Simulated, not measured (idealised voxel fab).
Process module in this document: voxel capacitor over wiring
The figure presents cross-section cut, which has a width of 270 nm and is divided into square cells with an edge length of 5 nm.
Think of the cross-section as a grid of square cells. We describe it in bands, top to bottom, and each band covers one or more rows of those cells.
For a band, the entry starts with two heights in nm, that of the top and then that of the bottom, and carries on with the band's materials in order from left to right, each alongside its width in nm; the word "all across" beside a single material means it fills the band edge to edge, and "air" means empty space.
The level at which height equals 0 is the one under which the wafer, as it arrives, is entirely one material. No lower edge exists for the bottom band, which continues downward and is notated as in "z 0 and below".
The width entry "30..40" should be interpreted row by row: the top row of cells in the band takes the first number, the bottom row takes the second number, and the change between adjacent rows is uniform throughout.
"remained the same" means the step left every cell of the cross-section as it was.
"Completely enclosed voids" enumerates empty spaces isolated from the top, with no open way to it, that contain at least 8 cells, giving each as width x height at distance from the left edge, all three in nm.
Step line, after settings: the simulator's comment on this step.
A step line may carry the setting "overlay nm", which, for steps involving a mask, states the distance by which the mask lay to the right of its intended position; negative values denote displacement to the left.

**Intended process steps**
1. RECEIVE | material Si
2. CONFORMAL_DEP | material SiO2 | thk nm 15
3. CONFORMAL_DEP | material SiN | thk nm 5
4. DIRECTIONAL_DEP | material lowk | thk nm 20
5. DIRECTIONAL_DEP | material aC | thk nm 10
6. PATTERN | tone open | mask id METAL_1 | material resist | width nm 20 | pitch nm 75 | thk nm 30 | overlay nm 0
7. DIRECTIONAL_ETCH | etch materials aC | depth nm 10
8. STRIP | etch materials resist
9. DIRECTIONAL_ETCH | etch materials lowk | depth nm 20
10. DIRECTIONAL_ETCH | etch materials SiN | depth nm 5
11. STRIP | etch materials aC
12. CONFORMAL_DEP | material TiN | thk nm 5
13. FILL_DEP | material W | thk nm 10
14. CMP | height nm 40
15. EPI | material Ru | thk nm 5
16. FILL_DEP | material SiCN | thk nm 5
17. DIRECTIONAL_DEP | material lowk | thk nm 20
18. DIRECTIONAL_DEP | material aC | thk nm 15
19. PATTERN | tone open | mask id PLUG_1 | material resist | width nm 15 | thk nm 35 | overlay nm 0
20. DIRECTIONAL_ETCH | etch materials aC | depth nm 15
21. STRIP | etch materials resist
22. DIRECTIONAL_ETCH | etch materials lowk | depth nm 20
23. DIRECTIONAL_ETCH | etch materials SiCN | depth nm 5
24. STRIP | etch materials aC
25. CONFORMAL_DEP | material TiN | thk nm 5
26. FILL_DEP | material W | thk nm 10
27. CMP | height nm 70
28. DIRECTIONAL_DEP | material TiN | thk nm 10
29. DIRECTIONAL_DEP | material SiN | thk nm 5
30. DIRECTIONAL_DEP | material TiN | thk nm 5
31. MASKED_ETCH | tone cover | mask id UPPER_PLATE | width nm 60 | etch materials TiN | depth nm 5 | overlay nm 0
32. MASKED_ETCH | tone cover | mask id UPPER_PLATE | width nm 60 | etch materials SiN | depth nm 5 | overlay nm 0
33. PATTERN | tone cover | mask id LOWER_PLATE | material resist | width nm 70 | thk nm 15 | overlay nm 0
34. DIRECTIONAL_ETCH | etch materials TiN | depth nm 10
35. STRIP | etch materials resist
36. FILL_DEP | material SiO2 | thk nm 15
37. CMP | height nm 100
38. DIRECTIONAL_DEP | material aC | thk nm 10
39. PATTERN | tone open | mask id PLUG_2 | material resist | width nm 15 | thk nm 30 | overlay nm 0
40. DIRECTIONAL_ETCH | etch materials aC | depth nm 10
41. STRIP | etch materials resist
42. DIRECTIONAL_ETCH | etch materials SiO2 | depth nm 10
43. STRIP | etch materials aC
44. CONFORMAL_DEP | material TiN | thk nm 5
45. FILL_DEP | material Ru | thk nm 10
46. CMP | height nm 100
47. CONFORMAL_DEP | material SiN | thk nm 5

**Shown in cross-section is the wafer as received, that is, as it stands after step 1**
> z 0 and below: Si all across
> Completely enclosed voids: none

**Cross-sectional view of the first of the two wafers upon completion of the module, processed in accordance with the plan**
> z 105 to 100: SiN all across
> z 100 to 95: SiO2 100 nm, then TiN 5 nm, then Ru 5 nm, then TiN 5 nm, then SiO2 155 nm
> z 95 to 85: SiO2 100..90 nm, then TiN 15..60 nm, then SiO2 155..120 nm
> z 85 to 80: SiO2 90 nm, then SiN 60 nm, then SiO2 120 nm
> z 80 to 70: SiO2 85 nm, then TiN 70 nm, then SiO2 115 nm
> z 70 to 50: lowk 90 nm, then TiN 5 nm, then W 5 nm, then TiN 5 nm, then lowk 165 nm
> z 50 to 45: SiCN 90 nm, then TiN 15 nm, then SiCN 165 nm
> z 45 to 40: SiCN 80 nm, then Ru 30 nm, then SiCN 45 nm, then Ru 30 nm, then SiCN 85 nm
> z 40 to 20: lowk 85 nm, then TiN 5 nm, then W 10 nm, then TiN 5 nm, then lowk 55 nm, then TiN 5 nm, then W 10 nm, then TiN 5 nm, then lowk 90 nm
> z 20 to 15: SiN 85 nm, then TiN 20 nm, then SiN 55 nm, then TiN 20 nm, then SiN 90 nm
> z 15 to 0: SiO2 all across
> z 0 and below: Si all across
> Completely enclosed voids: none

**Module end: cross-section of wafer two of two. Same start and process plan as the first wafer. One mistake during execution**
> z 120 to 115: SiN all across
> z 115 to 105: Ru all across
> z 105 to 100: TiN 105 nm, then Ru 5 nm, then TiN 160 nm
> z 100 to 95: SiO2 100 nm, then TiN 5 nm, then Ru 5 nm, then TiN 5 nm, then SiO2 155 nm
> z 95 to 85: SiO2 100..90 nm, then TiN 15..60 nm, then SiO2 155..120 nm
> z 85 to 80: SiO2 90 nm, then SiN 60 nm, then SiO2 120 nm
> z 80 to 70: SiO2 85 nm, then TiN 70 nm, then SiO2 115 nm
> z 70 to 50: lowk 90 nm, then TiN 5 nm, then W 5 nm, then TiN 5 nm, then lowk 165 nm
> z 50 to 45: SiCN 90 nm, then TiN 15 nm, then SiCN 165 nm
> z 45 to 40: SiCN 80 nm, then Ru 30 nm, then SiCN 45 nm, then Ru 30 nm, then SiCN 85 nm
> z 40 to 20: lowk 85 nm, then TiN 5 nm, then W 10 nm, then TiN 5 nm, then lowk 55 nm, then TiN 5 nm, then W 10 nm, then TiN 5 nm, then lowk 90 nm
> z 20 to 15: SiN 85 nm, then TiN 20 nm, then SiN 55 nm, then TiN 20 nm, then SiN 90 nm
> z 15 to 0: SiO2 all across
> z 0 and below: Si all across
> Completely enclosed voids: none
Want to know what went wrong? step 46 was dropped from the plan's execution and never run
at the end the second wafer has, in cells: 109 more of Ru; 53 more of TiN
